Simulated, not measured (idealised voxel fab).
Process module in this document: voxel capacitor over wiring
Square cell edge 5 nm, section width 210 nm, ID cut.
Each cross-section below is a grid of square cells, stated as bands in top-down order, with one or more rows of cells making up each band.
Top, bottom (nm), then materials left to right with widths (nm); lone material tagged "throughout" fills the whole band edge to edge; "empty" = empty space.
Counting heights begins at 0, where everything beneath is, in the wafer as received, one material. The lowest band has no bottom; it goes on downwards, as "0..down" shows.
The two numbers in a width such as "30 to 40" mark its ends across the band: the first belongs to the top row of cells, the second to the bottom row, and from each row to the next the width moves by the same amount.
A step reported as "all unchanged" is a step in which no cell of the cross-section changed.
Listed in "Closed void entries": every empty space of 8 or more cells without an open way to the top. Form: width x height at distance, the distance being from the left edge, all in nm.
Heads up: the bit after the settings on a step's line is the simulator's remark on that step.
overlay nm: step with mask; distance mask lay right of planned place; negative value = left of planned place.

BELOW IS THE LIST OF PLANNED PROCESS STEPS
1: RECEIVE | material Si
2: CONFORMAL_DEP | material SiO2 | thk nm 10
3: CONFORMAL_DEP | material SiCN | thk nm 5
4: DIRECTIONAL_DEP | material SiO2 | thk nm 25
5: PATTERN | tone open | mask id METAL_1 | material resist | width nm 25 | pitch nm 80 | thk nm 20 | overlay nm 0
6: DIRECTIONAL_ETCH | etch materials SiO2 | depth nm 25
7: DIRECTIONAL_ETCH | etch materials SiCN | depth nm 5
8: STRIP | etch materials resist
9: CONFORMAL_DEP | material TiN | thk nm 5
10: FILL_DEP | material Ru | thk nm 10
11: CMP | height nm 40
12: CONFORMAL_DEP | material SiCN | thk nm 5
13: DIRECTIONAL_DEP | material lowk | thk nm 15
14: PATTERN | tone open | mask id PLUG_1 | material resist | width nm 15 | thk nm 15 | overlay nm 0
15: DIRECTIONAL_ETCH | etch materials lowk | depth nm 15
16: DIRECTIONAL_ETCH | etch materials SiCN | depth nm 5
17: STRIP | etch materials resist
18: EPI | material Ru | thk nm 10
19: EPI | material Ru | thk nm 10
20: DIRECTIONAL_DEP | material TiN | thk nm 10
21: DIRECTIONAL_DEP | material Al2O3 | thk nm 5
22: DIRECTIONAL_DEP | material TiN | thk nm 10
23: DIRECTIONAL_DEP | material aC | thk nm 10
24: PATTERN | tone cover | mask id UPPER_PLATE | material resist | width nm 60 | thk nm 25 | overlay nm 0
25: DIRECTIONAL_ETCH | etch materials aC | depth nm 10
26: STRIP | etch materials resist
27: DIRECTIONAL_ETCH | etch materials TiN | depth nm 10
28: DIRECTIONAL_ETCH | etch materials Al2O3 | depth nm 5
29: STRIP | etch materials aC
30: DIRECTIONAL_DEP | material aC | thk nm 15
31: PATTERN | tone cover | mask id LOWER_PLATE | material resist | width nm 70 | thk nm 30 | overlay nm -15
32: DIRECTIONAL_ETCH | etch materials aC | depth nm 15
33: STRIP | etch materials resist
34: DIRECTIONAL_ETCH | etch materials TiN | depth nm 10
35: STRIP | etch materials aC
36: FILL_DEP | material SiO2 | thk nm 15
37: CMP | height nm 95
38: DIRECTIONAL_DEP | material aC | thk nm 10
39: PATTERN | tone open | mask id PLUG_2 | material resist | width nm 15 | thk nm 25 | overlay nm 0
40: DIRECTIONAL_ETCH | etch materials aC | depth nm 10
41: STRIP | etch materials resist
42: DIRECTIONAL_ETCH | etch materials SiO2 | depth nm 10
43: STRIP | etch materials aC
44: CONFORMAL_DEP | material TiN | thk nm 5
45: FILL_DEP | material Cu | thk nm 5
46: CMP | height nm 95
47: CONFORMAL_DEP | material SiN | thk nm 5
Every wafer here starts from the same state; it is the step 31 overlay nm that distinguishes them, and the value the plan gives belongs to the first wafer.

HERE'S THE FIRST OF THE WAFERS IN CROSS-SECTION, JUST AS WE GOT IT, I.E. AFTER STEP 1
* 0..down  Si throughout
* Closed void entries: none

THE FIGURE BELOW PRESENTS A CROSS-SECTION OF THE FIRST OF SEVERAL WAFERS AT THE CONCLUSION OF THE MODULE, FOLLOWING ITS LAST STEP, STEP 47
* 100..95  SiN throughout
* 95..90  SiO2 70 nm; TiN 5 nm; Cu 5 nm; TiN 5 nm; SiO2 125 nm
* 90..85  SiO2 70 nm; TiN 15 nm; SiO2 125 nm
* 85..75  SiO2 60 nm; TiN 50 nm; SiO2 100 nm
* 75..70  SiO2 60 nm; Al2O3 60 nm; SiO2 90 nm
* 70..60  SiO2 40 nm; TiN 80 nm; SiO2 90 nm
* 60..45  lowk 60 nm; Ru 15 nm; lowk 135 nm
* 45..40  SiCN 60 nm; Ru 15 nm; SiCN 135 nm
* 40..15  SiO2 50 nm; TiN 5 nm; Ru 15 nm; TiN 5 nm; SiO2 55 nm; TiN 5 nm; Ru 15 nm; TiN 5 nm; SiO2 55 nm
* 15..10  SiCN 50 nm; TiN 25 nm; SiCN 55 nm; TiN 25 nm; SiCN 55 nm
* 10..0  SiO2 throughout
* 0..down  Si throughout
* Closed void entries: none

LAST WAFER, END OF MODULE, CROSS-SECTION
* 100..95  SiN throughout
* 95..90  SiO2 70 nm; TiN 5 nm; Cu 5 nm; TiN 5 nm; SiO2 125 nm
* 90..85  SiO2 70 nm; TiN 15 nm; SiO2 125 nm
* 85..75  SiO2 70 nm; TiN 50 nm; SiO2 90 nm
* 75..70  SiO2 60 nm; Al2O3 60 nm; SiO2 90 nm
* 70..60  SiO2 60 nm; TiN 80 nm; SiO2 70 nm
* 60..45  lowk 60 nm; Ru 15 nm; lowk 135 nm
* 45..40  SiCN 60 nm; Ru 15 nm; SiCN 135 nm
* 40..15  SiO2 50 nm; TiN 5 nm; Ru 15 nm; TiN 5 nm; SiO2 55 nm; TiN 5 nm; Ru 15 nm; TiN 5 nm; SiO2 55 nm
* 15..10  SiCN 50 nm; TiN 25 nm; SiCN 55 nm; TiN 25 nm; SiCN 55 nm
* 10..0  SiO2 throughout
* 0..down  Si throughout
* Closed void entries: none

PER WAFER (ROW), END OF MODULE: DELTA IN CELLS PER MATERIAL SINCE RECEIPT, (+) FOR GAINED, (-) FOR LOST; CLOSED VOIDS AFTER THAT
overlay nm -15 | +12 Al2O3 | +1 Cu | +42 Ru | +71 SiCN | +42 SiN | +468 SiO2 | +87 TiN | +117 lowk | Closed void entries: none
overlay nm -10 | +12 Al2O3 | +1 Cu | +42 Ru | +71 SiCN | +42 SiN | +468 SiO2 | +87 TiN | +117 lowk | Closed void entries: none
overlay nm -5 | +12 Al2O3 | +1 Cu | +42 Ru | +71 SiCN | +42 SiN | +468 SiO2 | +87 TiN | +117 lowk | Closed void entries: none
overlay nm 0 | +12 Al2O3 | +1 Cu | +42 Ru | +71 SiCN | +42 SiN | +468 SiO2 | +87 TiN | +117 lowk | Closed void entries: none
overlay nm 5 | +12 Al2O3 | +1 Cu | +42 Ru | +71 SiCN | +42 SiN | +468 SiO2 | +87 TiN | +117 lowk | Closed void entries: none
overlay nm 10 | +12 Al2O3 | +1 Cu | +42 Ru | +71 SiCN | +42 SiN | +468 SiO2 | +87 TiN | +117 lowk | Closed void entries: none
overlay nm 15 | +12 Al2O3 | +1 Cu | +42 Ru | +71 SiCN | +42 SiN | +468 SiO2 | +87 TiN | +117 lowk | Closed void entries: none
